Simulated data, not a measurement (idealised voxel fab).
The following is a process module called voxel capacitor over wiring.
Pictured: cross-section cut, 225 nm wide, on a grid of 5 nm square cells.
A cross-section is a grid of square cells, given in bands from the top down. A band is one or more rows of cells. Read a band's entry like this: the first values are the height of its top and the height of its bottom in nm, and what follows is the sequence of materials from left to right, each with its width in nm. Note that "empty" is empty space, and that a single material marked "throughout" reaches across the band from edge to edge. For the purposes of this specification, 0 denotes the height below which the wafer in its as-received condition is composed wholly of one material, and the lowermost band, lacking a lower limit, extends downward without end, as expressed in "0 nm and below". The two numbers in a width such as "30->40" mark its ends across the band: the first belongs to the top row of cells, the second to the bottom row, and from each row to the next the width moves by the same amount. "same as before" -> step changed no cross-section cell. If an empty space has no open way to the top and is at least 8 cells in size, "Enclosed void listing" lists it, written width x height at distance, where distance is measured from the left edge and every value is in nm. after a step's settings: what the simulator itself notes on the step. overlay nm: for a step with a mask, the amount by which the mask lay right of where it was planned; a negative amount means left of it.
Listed below are the process steps as planned:
1) RECEIVE | material Si
2) CONFORMAL_DEP | material SiO2 | thk nm 10
3) DIRECTIONAL_DEP | material TiN | thk nm 5
4) DIRECTIONAL_DEP | material Ru | thk nm 20
5) PATTERN | tone cover | mask id METAL_1 | material resist | width nm 25 | pitch nm 85 | thk nm 15 | overlay nm 0
6) DIRECTIONAL_ETCH | etch materials Ru | depth nm 20
7) DIRECTIONAL_ETCH | etch materials TiN | depth nm 5
8) STRIP | etch materials resist
9) CONFORMAL_DEP | material SiN | thk nm 5
10) FILL_DEP | material SiO2 | thk nm 5
11) CMP | height nm 35
12) CONFORMAL_DEP | material SiCN | thk nm 5
13) DIRECTIONAL_DEP | material lowk | thk nm 20
14) DIRECTIONAL_DEP | material aC | thk nm 15
15) PATTERN | tone open | mask id PLUG_1 | material resist | width nm 15 | thk nm 30 | overlay nm 0
16) DIRECTIONAL_ETCH | etch materials aC | depth nm 15
17) STRIP | etch materials resist
18) DIRECTIONAL_ETCH | etch materials lowk | depth nm 20
19) DIRECTIONAL_ETCH | etch materials SiCN | depth nm 5
20) STRIP | etch materials aC
21) CONFORMAL_DEP | material TiN | thk nm 5
22) FILL_DEP | material W | thk nm 5
23) CMP | height nm 60
24) DIRECTIONAL_DEP | material TiN | thk nm 10
25) DIRECTIONAL_DEP | material SiN | thk nm 5
26) DIRECTIONAL_DEP | material TiN | thk nm 10
27) MASKED_ETCH | tone cover | mask id UPPER_PLATE | width nm 65 | etch materials TiN | depth nm 10 | overlay nm 0
28) MASKED_ETCH | tone cover | mask id UPPER_PLATE | width nm 55 | etch materials SiN | depth nm 5 | overlay nm 0
29) DIRECTIONAL_DEP | material aC | thk nm 15
30) PATTERN | tone cover | mask id LOWER_PLATE | material resist | width nm 75 | thk nm 30 | overlay nm 0
31) DIRECTIONAL_ETCH | etch materials aC | depth nm 15
32) STRIP | etch materials resist
33) DIRECTIONAL_ETCH | etch materials TiN | depth nm 10
34) STRIP | etch materials aC
35) FILL_DEP | material SiO2 | thk nm 15
36) CMP | height nm 95
37) PATTERN | tone open | mask id PLUG_2 | material resist | width nm 15 | thk nm 15 | overlay nm 0
38) DIRECTIONAL_ETCH | etch materials SiO2 | depth nm 10
39) STRIP | etch materials resist
40) CONFORMAL_DEP | material TiN | thk nm 5
41) FILL_DEP | material Cu | thk nm 10
42) CMP | height nm 95
43) CONFORMAL_DEP | material SiCN | thk nm 5
Split variable: width nm, step 28. Plan value = first wafer. Wafers start alike.
Here's the first of the wafers in cross-section, just as we got it, i.e. after step 1:
* 0 nm and below  Si throughout
* Enclosed void listing: none
Gained (+) or lost (-) cells of each material since receipt, then closed voids: one row per wafer, at the end of the module:
width nm 55 | +1 Cu | +40 Ru | +87 SiCN | +64 SiN | +454 SiO2 | +82 TiN | +4 W | +168 lowk | Enclosed void listing: none
width nm 60 | +1 Cu | +40 Ru | +87 SiCN | +64 SiN | +454 SiO2 | +82 TiN | +4 W | +168 lowk | Enclosed void listing: none
width nm 65 | +1 Cu | +40 Ru | +87 SiCN | +64 SiN | +454 SiO2 | +82 TiN | +4 W | +168 lowk | Enclosed void listing: none
width nm 70 | +1 Cu | +40 Ru | +87 SiCN | +65 SiN | +453 SiO2 | +82 TiN | +4 W | +168 lowk | Enclosed void listing: none
width nm 75 | +1 Cu | +40 Ru | +87 SiCN | +66 SiN | +452 SiO2 | +82 TiN | +4 W | +168 lowk | Enclosed void listing: none
width nm 80 | +1 Cu | +40 Ru | +87 SiCN | +67 SiN | +449 SiO2 | +84 TiN | +4 W | +168 lowk | Enclosed void listing: none
